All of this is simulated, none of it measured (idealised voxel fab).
process module | voxel self aligned contacts
cross-section cut | 240 nm wide | cells 5 nm
A cross-section is a grid of square cells, given in bands from the top down. A band is one or more rows of cells.
Each band's line starts with the height of the band's top and of its bottom, in nm. Then come its materials from left to right, each with its width in nm. One material with "throughout" fills the band from edge to edge. "air" is empty space.
Height 0 is the level under which the wafer as received is all one material. The lowest band goes on downwards, as in "0 down".
A width such as "30 to 40" changes by the same amount from each row of cells to the next, from the band's top row to its bottom row.
"no change" after a step means that no cell of the cross-section changed.
closed voids: empty space of 8 cells or more with no open way to the top, each as width x height at its distance from the left edge, in nm
after a step's settings: what the simulator itself notes on the step
overlay nm, on a step with a mask: how far to the right of its planned place the mask lay; to the left if negative
plan
1 op RECEIVE | material Si
2 op CONFORMAL_DEP | material SiO2 | thk nm 5
3 op DIRECTIONAL_DEP | material polySi | thk nm 25
4 op DIRECTIONAL_DEP | material SiN | thk nm 20
5 op DIRECTIONAL_DEP | material aC | thk nm 15
6 op PATTERN | tone cover | mask id GATE | material resist | width nm 35 | pitch nm 60 | thk nm 30 | overlay nm 0
7 op DIRECTIONAL_ETCH | etch materials aC | depth nm 15
8 op STRIP | etch materials resist
9 op DIRECTIONAL_ETCH | etch materials SiN | depth nm 20
10 op DIRECTIONAL_ETCH | etch materials polySi | depth nm 25
11 op STRIP | etch materials aC
12 op CONFORMAL_DEP | material SiN | thk nm 5
13 op DIRECTIONAL_ETCH | etch materials SiN | depth nm 5
14 op FILL_DEP | material SiO2 | thk nm 15
15 op CMP | height nm 55
16 op PATTERN | tone open | mask id CONTACT | material resist | width nm 45 | thk nm 15 | overlay nm 0
17 op DIRECTIONAL_ETCH | etch materials SiO2 | depth nm 55
18 op STRIP | etch materials resist
19 op CONFORMAL_DEP | material TiN | thk nm 5
20 op FILL_DEP | material W | thk nm 5
21 op CMP | height nm 55
22 op CONFORMAL_DEP | material SiN | thk nm 5
as received, after step 1
  0 down: Si throughout
  closed voids: none
first wafer at the end, as planned
  60 to 55: SiN throughout
  55 to 50: SiO2 95 | TiN 20 | W 5 | TiN 20 | SiO2 100
  50 to 30: SiO2 65 | SiN 45 | TiN 5 | W 5 | TiN 5 | SiN 45 | SiO2 70
  30 to 5: SiO2 65 | SiN 5 | polySi 35 | SiN 5 | TiN 5 | W 5 | TiN 5 | SiN 5 | polySi 35 | SiN 5 | SiO2 70
  5 to 0: SiO2 110 | TiN 15 | SiO2 115
  0 down: Si throughout
  closed voids: none
second wafer at the end: like start, like plan, one mistake
  60 to 55: SiN throughout
  55 to 50: SiO2 95 | TiN 20 | W 5 | TiN 20 | SiO2 100
  50 to 30: SiO2 65 | SiN 5 | polySi 35 | SiN 5 | TiN 5 | W 5 | TiN 5 | SiN 5 | polySi 35 | SiN 5 | SiO2 70
  30 to 25: SiO2 65 | SiN 5 | polySi 35 | SiN 5 | TiN 15 | SiN 5 | polySi 35 | SiN 5 | SiO2 70
  25 to 5: SiN throughout
  5 to 0: SiO2 throughout
  0 down: Si throughout
  closed voids: none
what went wrong: steps 3 and 4 were swapped
at the end the second wafer has, in cells: 120 more of SiN | 105 fewer of SiO2 | 10 fewer of TiN | 5 fewer of W
